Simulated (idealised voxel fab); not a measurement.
process module | voxel released beams
cross-section cut | 290 nm wide | cells 5 nm
A cross-section is a grid of square cells, given in bands from the top down. A band is one or more rows of cells.
Each band's line starts with the height of the band's top and of its bottom, in nm. Then come its materials from left to right, each with its width in nm. One material with "throughout" fills the band from edge to edge. "air" is empty space.
Height 0 is the level under which the wafer as received is all one material. The lowest band goes on downwards, as in "0 down".
A width such as "30 to 40" changes by the same amount from each row of cells to the next, from the band's top row to its bottom row.
"no change" after a step means that no cell of the cross-section changed.
closed voids: empty space of 8 cells or more with no open way to the top, each as width x height at its distance from the left edge, in nm
after a step's settings: what the simulator itself notes on the step
overlay nm, on a step with a mask: how far to the right of its planned place the mask lay; to the left if negative
plan
1 op RECEIVE | material Si
2 op CONFORMAL_DEP | material Al2O3 | thk nm 10
3 op DIRECTIONAL_DEP | material SiO2 | thk nm 20
4 op DIRECTIONAL_DEP | material aC | thk nm 10
5 op PATTERN | tone open | mask id ANCHOR | material resist | width nm 40 | thk nm 30 | overlay nm 0
6 op DIRECTIONAL_ETCH | etch materials aC | depth nm 10
7 op STRIP | etch materials resist
8 op DIRECTIONAL_ETCH | etch materials SiO2 | depth nm 20
9 op STRIP | etch materials aC
10 op CONFORMAL_DEP | material SiN | thk nm 15
11 op PATTERN | tone cover | mask id BEAM | material resist | width nm 115 | thk nm 15 | overlay nm 0
12 op DIRECTIONAL_ETCH | etch materials SiN | depth nm 15
13 op STRIP | etch materials resist
14 op STRIP | etch materials SiO2
as received, after step 1
  0 down: Si throughout
  closed voids: none
a wafer at the end: this start, this plan, one mistake
  45 to 30: air 75 | SiN 30 | air 10 | SiN 75 | air 100
  30 to 25: air 90 | SiN 15 | air 10 | SiN 15 | air 160
  25 to 10: air 90 | SiN 40 | air 160
  10 to 0: Al2O3 throughout
  0 down: Si throughout
  closed voids: none
what went wrong: step 11 ran as: op PATTERN | tone cover | mask id BEAM | material resist | width nm 115 | thk nm 15 | overlay nm -10
